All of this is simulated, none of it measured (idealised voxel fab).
The process module presented herein is designated voxel double patterning.
Section shown: cut. Width: 265 nm. Cell size: 5 nm, square.
Each cross-section below is a grid of square cells, stated as bands in top-down order, with one or more rows of cells making up each band.
First you get the band's top height and its bottom height, in nm, and then the materials it's made of, left to right, with each width in nm. If you see a single material with "all across", that one covers the band edge to edge. "empty" is empty space.
For the purposes of this specification, 0 denotes the height below which the wafer in its as-received condition is composed wholly of one material, and the lowermost band, lacking a lower limit, extends downward without end, as expressed in "0 nm and below".
Graded width ("30..40"): value in top row of band = first number; value in bottom row = second number; row-to-row change constant.
"nothing altered" for a step: no cell of the cross-section changed in that step.
Heads up: "Closed voids list" only lists the empty pockets with no open path to the top that are 8 cells or more, and it writes them as width x height at distance, distance from the left edge, in nm.
Note: text after step settings on the step line = simulator remark on that step.
The setting "overlay nm" may be written on the line of a step. When the step uses a mask, the value reports how far to the right of the planned place the mask lay, and a negative value reports that it lay to the left.

Set out below are the planned steps of the process
1. RECEIVE | material Si
2. CONFORMAL_DEP | material SiO2 | thk nm 5
3. DIRECTIONAL_DEP | material W | thk nm 20
4. DIRECTIONAL_DEP | material SiCN | thk nm 10
5. PATTERN | tone open | mask id FIRST | material resist | width nm 15 | pitch nm 50 | thk nm 15 | overlay nm 0
6. DIRECTIONAL_ETCH | etch materials SiCN | depth nm 10
7. STRIP | etch materials resist
8. PATTERN | tone open | mask id SECOND | material resist | width nm 15 | thk nm 15 | overlay nm 0
9. DIRECTIONAL_ETCH | etch materials SiCN | depth nm 10
10. STRIP | etch materials resist
11. DIRECTIONAL_ETCH | etch materials W | depth nm 20
12. STRIP | etch materials SiCN

Incoming wafer in cross-section (state: after step 1)
> 0 nm and below  Si all across
> Closed voids list: none

First wafer of two, sectioned at end of module; run went per plan
> 25 nm to 5 nm  W (100), then empty (15), then W (10), then empty (15), then W (10), then empty (15), then W (100)
> 5 nm to 0 nm  SiO2 all across
> 0 nm and below  Si all across
> Closed voids list: none

Here is the second of the two wafers cut open at the end of the module - same start, same plan as the first one, but we made one mistake running it
> 25 nm to 0 nm  SiO2 all across
> 0 nm and below  Si all across
> Closed voids list: none
Processing error: step 3, actual vs plan mismatch, actual run DIRECTIONAL_DEP | material SiO2 | thk nm 20
End of process, cell counts, second wafer against first, materials with more or fewer: +212 SiO2, -176 W
